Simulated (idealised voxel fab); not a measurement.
The document below concerns the process module designated voxel wiring stack.
Cross-section cut: width 290 nm, square cells of 5 nm.
Square cells in a grid make up a cross-section in this document, and the grid is given as bands, listed from the top down, each one or more rows of cells. Band: top height; bottom height; in nm. Then, left to right: material with width in nm, for each material. "everywhere": a single material spanning edge to edge. "blank": empty space. For the purposes of this specification, 0 denotes the height below which the wafer in its as-received condition is composed wholly of one material, and the lowermost band, lacking a lower limit, extends downward without end, as expressed in "0 -> down". The notation "30..40" denotes a width that varies across the rows of cells in the band, beginning at the first number in the top row, finishing at the second number in the bottom row, and changing by an identical amount from each row to the next. You'll sometimes find "same as before" written for a step, and that's the way of saying that nowhere in the cross-section did a cell change during that step. "Sealed voids" enumerates empty spaces isolated from the top, with no open way to it, that contain at least 8 cells, giving each as width x height at distance from the left edge, all three in nm. On a step's line, text after the settings is the simulator commenting on that step. overlay nm: on a step with a mask, how far right of its planned place the mask lay; negative means left.
## Listed below are the process steps as planned
- 1: op RECEIVE | material Si
- 2: op CONFORMAL_DEP | material SiO2 | thk nm 10
- 3: op DIRECTIONAL_DEP | material TiN | thk nm 5
- 4: op DIRECTIONAL_DEP | material W | thk nm 20
- 5: op MASKED_ETCH | tone cover | mask id METAL_1 | width nm 25 | pitch nm 45 | etch materials W | depth nm 20 | overlay nm 0
- 6: op MASKED_ETCH | tone cover | mask id METAL_1 | width nm 25 | pitch nm 45 | etch materials TiN | depth nm 5 | overlay nm 0
- 7: op FILL_DEP | material lowk | thk nm 5
- 8: op CMP | height nm 35
- 9: op CONFORMAL_DEP | material SiCN | thk nm 5
- 10: op DIRECTIONAL_DEP | material lowk | thk nm 30
- 11: op DIRECTIONAL_DEP | material aC | thk nm 10
- 12: op PATTERN | tone open | mask id METAL_2_HOLES | material resist | width nm 15 | thk nm 30 | overlay nm 0
- 13: op DIRECTIONAL_ETCH | etch materials aC | depth nm 10
- 14: op STRIP | etch materials resist
- 15: op DIRECTIONAL_ETCH | etch materials lowk | depth nm 30
- 16: op STRIP | etch materials aC
- 17: op MASKED_ETCH | tone open | mask id METAL_2 | width nm 25 | pitch nm 45 | etch materials lowk | depth nm 15 | overlay nm 0
- 18: op MASKED_ETCH | tone open | mask id METAL_2 | width nm 25 | pitch nm 45 | etch materials SiCN | depth nm 5 | overlay nm 0
- 19: op CONFORMAL_DEP | material TiN | thk nm 5
- 20: op FILL_DEP | material Ru | thk nm 10
- 21: op CMP | height nm 70
- 22: op CONFORMAL_DEP | material SiN | thk nm 5
## The cross-section here shows the wafer as received, i.e. in its state after step 1
	0 -> down | Si everywhere
	Sealed voids: none
## The module was run from the start shown above using the plan shown above, but one mistake was made doing it; the resulting wafer cross-section is below
	75 -> 70 | SiN everywhere
	70 -> 60 | lowk 110 nm / TiN 5 nm / Ru 15 nm / TiN 5 nm / lowk 20 nm / TiN 5 nm / Ru 15 nm / TiN 5 nm / lowk 110 nm
	60 -> 55 | lowk 110 nm / TiN 5 nm / Ru 5 nm / TiN 15 nm / lowk 20 nm / TiN 25 nm / lowk 110 nm
	55 -> 40 | lowk 110 nm / TiN 5 nm / Ru 5 nm / TiN 5 nm / lowk 165 nm
	40 -> 35 | SiCN 110 nm / TiN 15 nm / SiCN 165 nm
	35 -> 20 | lowk 110 nm / W 25 nm / lowk 20 nm / W 25 nm / lowk 110 nm
	20 -> 15 | lowk 110 nm / TiN 25 nm / lowk 20 nm / TiN 25 nm / lowk 110 nm
	15 -> 0 | SiO2 everywhere
	0 -> down | Si everywhere
	Sealed voids: none
Which mistake was made when the wafer was run? in deviation from the planned setting, step 2 was conducted as op CONFORMAL_DEP | material SiO2 | thk nm 15
